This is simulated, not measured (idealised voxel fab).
Process module, titled voxel trench capacitor
FYI the section here is cut, 295 nm wide, cells are 5 nm squares.
A cross-section is written here as square cells arranged in a grid, and it is given in bands from the top down, each band taking up one or more rows of cells.
Top, bottom (nm), then materials left to right with widths (nm); lone material tagged "full width" fills the whole band edge to edge; "blank" = empty space.
It should be noted that heights are counted from 0, beneath which the wafer as supplied is of one material throughout, and that the lowest band possesses no lower boundary but continues downward, as written in "0 -> down".
Width: "30->40" (first number = top row, second number = bottom row, same change from row to row of cells).
Given "all unchanged" for a step, no cell of the cross-section differs between before and after that step.
For the entry "Unvented cavities", the listed items are empty spaces with no open way to the top whose size is 8 cells or more; each item follows the pattern width x height at distance, where distance is from the left edge and all three are in nm.
Past the settings on a step's line: simulator remark, on that step.
overlay nm: on a step with a mask, how far right of its planned place the mask lay; negative means left.
# Steps in the process plan
1,RECEIVE (material Si)
2,CONFORMAL_DEP (material SiN; thk nm 5)
3,MASKED_ETCH (tone open; mask id TRENCH; width nm 20; pitch nm 50; etch materials SiN; depth nm 5; overlay nm -15)
4,MASKED_ETCH (tone open; mask id TRENCH; width nm 20; pitch nm 50; etch materials Si; depth nm 30; overlay nm 0)
5,CONFORMAL_DEP (material SiO2; thk nm 5)
6,FILL_DEP (material polySi; thk nm 10)
7,CMP (height nm 5)
What sets these wafers apart? The overlay nm at step 3. They all start alike, and the plan carries the first wafer's value.
# As received, i.e. after step 1: cross-section through the first of several wafers
0 -> down  Si full width
Unvented cavities: none
# wafer rows; end of module; cells per material since receipt: (+) gained, (-) lost; then closed voids
overlay nm -15 | -18 Si | +47 SiN | +30 SiO2 | Unvented cavities: none
overlay nm -10 | -36 Si | +47 SiN | +48 SiO2 | Unvented cavities: none
overlay nm -5 | -54 Si | +47 SiN | +48 SiO2 | +18 polySi | Unvented cavities: none
overlay nm 0 | -72 Si | +47 SiN | +48 SiO2 | +36 polySi | Unvented cavities: none
overlay nm 5 | -54 Si | +47 SiN | +48 SiO2 | +18 polySi | Unvented cavities: none
overlay nm 10 | -36 Si | +47 SiN | +48 SiO2 | Unvented cavities: none
overlay nm 15 | -18 Si | +47 SiN | +30 SiO2 | Unvented cavities: none
